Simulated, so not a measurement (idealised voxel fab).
process module | voxel ribs on slabs
cross-section cut | 260 nm wide | cells 5 nm
A cross-section is a grid of square cells, given in bands from the top down. A band is one or more rows of cells.
Each band's line starts with the height of the band's top and of its bottom, in nm. Then come its materials from left to right, each with its width in nm. One material with "throughout" fills the band from edge to edge. "air" is empty space.
Height 0 is the level under which the wafer as received is all one material. The lowest band goes on downwards, as in "0 down".
A width such as "30 to 40" changes by the same amount from each row of cells to the next, from the band's top row to its bottom row.
"no change" after a step means that no cell of the cross-section changed.
closed voids: empty space of 8 cells or more with no open way to the top, each as width x height at its distance from the left edge, in nm
after a step's settings: what the simulator itself notes on the step
overlay nm, on a step with a mask: how far to the right of its planned place the mask lay; to the left if negative
plan
1 op RECEIVE | material Si
2 op DIRECTIONAL_DEP | material SiO2 | thk nm 30
3 op DIRECTIONAL_DEP | material SiN | thk nm 15
4 op PATTERN | tone cover | mask id RIB | material resist | width nm 25 | thk nm 15 | overlay nm 0
5 op DIRECTIONAL_ETCH | etch materials SiN | depth nm 5
6 op STRIP | etch materials resist
7 op MASKED_ETCH | tone cover | mask id SLAB | width nm 55 | etch materials SiN | depth nm 10 | overlay nm 0
8 op FILL_DEP | material SiO2 | thk nm 25
9 op CMP | height nm 65
10 op DIRECTIONAL_DEP | material TiN | thk nm 5
11 op MASKED_ETCH | tone cover | mask id HEATER | width nm 35 | etch materials TiN | depth nm 5 | overlay nm 0
12 op CONFORMAL_DEP | material SiO2 | thk nm 5
varied across the wafers: thk nm of step 12. The plan shows the first wafer's value. All wafers start alike
first wafer as received, after step 1
  0 down: Si throughout
  closed voids: none
each wafer at the end: cells of each material gained (+) or lost (-) since it was received, then its closed voids
thk nm 5 | +27 SiN | +703 SiO2 | +7 TiN | closed voids: none
thk nm 10 | +27 SiN | +757 SiO2 | +7 TiN | closed voids: none
thk nm 15 | +27 SiN | +811 SiO2 | +7 TiN | closed voids: none
thk nm 20 | +27 SiN | +865 SiO2 | +7 TiN | closed voids: none
